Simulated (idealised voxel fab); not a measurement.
process module | voxel air gaps
cross-section cut | 190 nm wide | cells 5 nm
A cross-section is a grid of square cells, given in bands from the top down. A band is one or more rows of cells.
Each band's line starts with the height of the band's top and of its bottom, in nm. Then come its materials from left to right, each with its width in nm. One material with "throughout" fills the band from edge to edge. "air" is empty space.
Height 0 is the level under which the wafer as received is all one material. The lowest band goes on downwards, as in "0 down".
A width such as "30 to 40" changes by the same amount from each row of cells to the next, from the band's top row to its bottom row.
"no change" after a step means that no cell of the cross-section changed.
closed voids: empty space of 8 cells or more with no open way to the top, each as width x height at its distance from the left edge, in nm
after a step's settings: what the simulator itself notes on the step
overlay nm, on a step with a mask: how far to the right of its planned place the mask lay; to the left if negative
plan
1 op RECEIVE | material Si
2 op CONFORMAL_DEP | material SiO2 | thk nm 15
3 op CONFORMAL_DEP | material SiCN | thk nm 5
4 op DIRECTIONAL_DEP | material lowk | thk nm 35
5 op DIRECTIONAL_DEP | material aC | thk nm 15
6 op PATTERN | tone open | mask id LINES | material resist | width nm 15 | pitch nm 45 | thk nm 30 | overlay nm 0
7 op DIRECTIONAL_ETCH | etch materials aC | depth nm 15
8 op STRIP | etch materials resist
9 op DIRECTIONAL_ETCH | etch materials lowk | depth nm 35
10 op STRIP | etch materials aC
11 op CONFORMAL_DEP | material TiN | thk nm 5
12 op FILL_DEP | material Cu | thk nm 10
13 op CMP | height nm 55
14 op EPI | material Ru | thk nm 10
15 op SELECTIVE_ETCH | etch materials lowk | depth nm 45
16 op CONFORMAL_DEP | material SiCN | thk nm 5
as received, after step 1
  0 down: Si throughout
  closed voids: none
a wafer at the end: this start, this plan, one mistake
  70 to 65: air 25 | SiCN 135 | air 30
  65 to 55: air 25 | SiCN 5 | Ru 35 | SiCN 10 | Ru 35 | SiCN 10 | Ru 35 | SiCN 5 | air 30
  55 to 50: air 25 | SiCN 15 | TiN 5 | Cu 5 | TiN 5 | SiCN 30 | TiN 5 | Cu 5 | TiN 5 | SiCN 30 | TiN 5 | Cu 5 | TiN 5 | SiCN 15 | air 30
  50 to 25: air 35 | SiCN 5 | TiN 5 | Cu 5 | TiN 5 | SiCN 5 | air 20 | SiCN 5 | TiN 5 | Cu 5 | TiN 5 | SiCN 5 | air 20 | SiCN 5 | TiN 5 | Cu 5 | TiN 5 | SiCN 5 | air 40
  25 to 20: SiCN 40 | TiN 15 | SiCN 30 | TiN 15 | SiCN 30 | TiN 15 | SiCN 45
  20 to 15: SiCN throughout
  15 to 0: aC throughout
  0 down: Si throughout
  closed voids: 20 x 25 at 60; 20 x 25 at 105
what went wrong: step 2 ran as: op CONFORMAL_DEP | material aC | thk nm 15
